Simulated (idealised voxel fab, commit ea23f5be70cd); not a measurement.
A process module follows: voxel self aligned contacts.
In the cross-section labelled cut, the width is 240 nm and each square cell is 5 nm.
Cross-section layout: square cells on a grid; listed as bands, top to bottom; a band spans one or more cell rows. This entry defines a band. It first specifies the height of the band's top and the height of its bottom in nm, and then specifies the band's materials from left to right, stating each material with its width in nm. The word "everywhere" identifies a single material that fills the band from edge to edge, while the word "blank" identifies empty space. Heights are measured from 0, the level below which the as-received wafer is all one material; the lowest band has no bottom and continues downward, written as in "0 nm and below". When a width is written as two numbers, as in "30 to 40", the first number is the width in the top row of cells of the band and the second is the width in its bottom row, and the width changes by the same amount from each row to the next. Reading "left unchanged" for a step: not a cell of the cross-section changed in it. In the "Voids, fully enclosed" entry, you get each enclosed empty space of 8 cells or more, one with no open way to the top, written width x height at distance, distance from the left edge, in nm. Note: text after step settings on the step line = simulator remark on that step. overlay nm: how far to the right of its planned place the mask lay on this masked step (negative: to the left).

# So here's the lineup of process steps we planned
1: op RECEIVE | material Si
2: op OXIDIZE | depth nm 5
3: op DIRECTIONAL_DEP | material polySi | thk nm 25
4: op DIRECTIONAL_DEP | material SiN | thk nm 20
5: op DIRECTIONAL_DEP | material aC | thk nm 15
6: op PATTERN | tone cover | mask id GATE | material resist | width nm 25 | pitch nm 55 | thk nm 30 | overlay nm 0
7: op DIRECTIONAL_ETCH | etch materials aC | depth nm 15
8: op STRIP | etch materials resist
9: op DIRECTIONAL_ETCH | etch materials SiN | depth nm 20
10: op DIRECTIONAL_ETCH | etch materials polySi | depth nm 25
11: op STRIP | etch materials aC
12: op CONFORMAL_DEP | material SiN | thk nm 5
13: op DIRECTIONAL_ETCH | etch materials SiN | depth nm 5
14: op FILL_DEP | material SiO2 | thk nm 20
15: op CMP | height nm 55
16: op PATTERN | tone open | mask id CONTACT | material resist | width nm 40 | pitch nm 55 | thk nm 20 | overlay nm 0
17: op DIRECTIONAL_ETCH | etch materials SiO2 | depth nm 60
18: op STRIP | etch materials resist
19: op CONFORMAL_DEP | material TiN | thk nm 5
20: op FILL_DEP | material W | thk nm 5
21: op CMP | height nm 55
22: op CONFORMAL_DEP | material SiCN | thk nm 5

# Wafer as received: cross-section following step 1
- 0 nm and below: Si everywhere
- Voids, fully enclosed: none

# Look at the cross-section after the module: the wafer started out the way shown above and the plan was the one shown above, yet one mistake was made along the way
- 60 nm to 55 nm: SiCN everywhere
- 55 nm to 50 nm: 70 of SiO2 / 5 of TiN / 30 of W / 5 of TiN / 15 of SiO2 / 5 of TiN / 30 of W / 5 of TiN / 75 of SiO2
- 50 nm to 45 nm: 70 of SiO2 / 40 of TiN / 15 of SiO2 / 40 of TiN / 75 of SiO2
- 45 nm to 25 nm: 55 of SiN / 15 of SiO2 / 40 of SiN / 15 of SiO2 / 40 of SiN / 15 of SiO2 / 60 of SiN
- 25 nm to 0 nm: 50 of polySi / 5 of SiN / 15 of SiO2 / 5 of SiN / 30 of polySi / 5 of SiN / 15 of SiO2 / 5 of SiN / 30 of polySi / 5 of SiN / 15 of SiO2 / 5 of SiN / 55 of polySi
- 0 nm to -5 nm: SiO2 everywhere
- -5 nm and below: Si everywhere
- Voids, fully enclosed: none
Error vs. plan: step 6 was run on a setting that differed from the plan, and what really ran there is op PATTERN | tone open | mask id GATE | material resist | width nm 25 | pitch nm 55 | thk nm 30 | overlay nm 0
